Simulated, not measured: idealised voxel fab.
The process module presented herein is designated voxel plated lines.
The figure presents cross-section cut, which has a width of 225 nm and is divided into square cells with an edge length of 5 nm.
In what follows, cross-sections appear as grids of square cells, described through bands that run from the top down, where every band is one or more rows of cells. The entry gives the band's vertical extent as a top height and a bottom height in nm, then its horizontal make-up as materials from left to right, each with a width in nm. "empty" stands for empty space; a single material marked "all across" fills the band edge to edge. Heights are measured from 0, the level below which the as-received wafer is all one material; the lowest band has no bottom and continues downward, written as in "from 0 down". The expression "30..40" gives the width at the extremes of the band, the first number at its top row of cells and the second at its bottom row, with the width changing by equal amounts from each row to the next in between. For the purposes of this document, the phrase "nothing changed" attached to a step denotes that no cell within the cross-section was modified by that step. You'll see "Closed void catalog" listing empty spaces that have no way open to the top, as long as they're 8 cells or more; the notation is width x height at distance, where the distance is from the left edge, and all of it is in nm. Formally, on a step line, whatever follows the settings is a remark that the simulator itself makes on the step. overlay nm, on a step with a mask: how far to the right of its planned place the mask lay; to the left if negative.

Steps planned for the process
| 1 | RECEIVE (material Si) |
| 2 | CONFORMAL_DEP (material SiN; thk nm 10) |
| 3 | DIRECTIONAL_DEP (material TiN; thk nm 5) |
| 4 | PATTERN (tone open; mask id LINES; material resist; width nm 30; pitch nm 45; thk nm 40; overlay nm 0) |
| 5 | EPI (material Ru; thk nm 5) |
| 6 | EPI (material Ru; thk nm 10) |
| 7 | EPI (material Ru; thk nm 5) |
| 8 | STRIP (etch materials resist) |
| 9 | DIRECTIONAL_ETCH (etch materials TiN; depth nm 5) |
| 10 | CONFORMAL_DEP (material SiO2; thk nm 10) |

As received (post step 1): cross-section
from 0 down = Si all across
Closed void catalog: none

A wafer at the end: this start, this plan, one mistake
from 45 to 35 = empty: 70, SiO2: 95, empty: 60
from 35 to 20 = empty: 70, SiO2: 10, Ru: 30, SiO2: 15, Ru: 30, SiO2: 10, empty: 60
from 20 to 15 = SiO2: 80, Ru: 30, SiO2: 15, Ru: 30, SiO2: 70
from 15 to 10 = SiO2: 80, TiN: 30, SiO2: 15, TiN: 30, SiO2: 70
from 10 to 0 = SiN all across
from 0 down = Si all across
Closed void catalog: none
Plan not followed: step 4 went in with a setting other than planned; the actual run was PATTERN (tone open; mask id LINES; material resist; width nm 30; pitch nm 45; thk nm 40; overlay nm 5)
